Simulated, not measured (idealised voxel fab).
Process module heading - voxel ribs on slabs
Each square cell in cross-section cut measures 5 nm, and the section as a whole is 285 nm wide.
For the purposes of this document, a cross-section shall be understood as a grid of square cells, specified as bands listed in top-to-bottom order, each band consisting of one or more rows of cells. The entry gives the band's vertical extent as a top height and a bottom height in nm, then its horizontal make-up as materials from left to right, each with a width in nm. "blank" stands for empty space; a single material marked "everywhere" fills the band edge to edge. Beneath 0, the wafer as received is one material, and that level is where height counting begins. The lowest band goes on downward without a bottom; it is written like "0 -> down". The expression "30..40" gives the width at the extremes of the band, the first number at its top row of cells and the second at its bottom row, with the width changing by equal amounts from each row to the next in between. The cross-section has no changed cell in any step marked "no change". You'll see "Closed internal voids" listing empty spaces that have no way open to the top, as long as they're 8 cells or more; the notation is width x height at distance, where the distance is from the left edge, and all of it is in nm. On a step's line, text after the settings is the simulator commenting on that step. overlay nm: mask offset rightward from planned place, masked step; negative means leftward offset.

List of planned process steps
| 1 | RECEIVE,material Si |
| 2 | DIRECTIONAL_DEP,material SiO2,thk nm 30 |
| 3 | DIRECTIONAL_DEP,material SiN,thk nm 25 |
| 4 | DIRECTIONAL_DEP,material aC,thk nm 10 |
| 5 | PATTERN,tone cover,mask id RIB,material resist,width nm 30,thk nm 25,overlay nm 0 |
| 6 | DIRECTIONAL_ETCH,etch materials aC,depth nm 10 |
| 7 | STRIP,etch materials resist |
| 8 | DIRECTIONAL_ETCH,etch materials SiN,depth nm 5 |
| 9 | STRIP,etch materials aC |
| 10 | MASKED_ETCH,tone cover,mask id SLAB,width nm 60,etch materials SiN,depth nm 20,overlay nm 0 |
| 11 | FILL_DEP,material SiO2,thk nm 25 |
| 12 | CMP,height nm 70 |
| 13 | DIRECTIONAL_DEP,material TiN,thk nm 10 |
| 14 | PATTERN,tone cover,mask id HEATER,material resist,width nm 40,thk nm 20,overlay nm 0 |
| 15 | DIRECTIONAL_ETCH,etch materials TiN,depth nm 10 |
| 16 | STRIP,etch materials resist |
| 17 | CONFORMAL_DEP,material SiN,thk nm 5 |

Wafer as received: cross-section following step 1
> 0 -> down = Si everywhere
> Closed internal voids: none

Here's the wafer cut in cross-section after the module, started and planned just like above, except one thing was done wrong in the run
> 85 -> 80 = blank: 115; SiN: 50; blank: 120
> 80 -> 75 = blank: 115; SiN: 5; TiN: 40; SiN: 5; blank: 120
> 75 -> 70 = SiN: 120; TiN: 40; SiN: 125
> 70 -> 55 = SiO2 everywhere
> 55 -> 50 = SiO2: 125; SiN: 30; SiO2: 130
> 50 -> 30 = SiO2: 120; SiN: 60; SiO2: 105
> 30 -> 0 = SiO2 everywhere
> 0 -> down = Si everywhere
> Closed internal voids: none
What broke from the plan during processing? the process deviated at step 10: the operation and settings actually run there were MASKED_ETCH,tone cover,mask id SLAB,width nm 60,etch materials SiN,depth nm 20,overlay nm 10
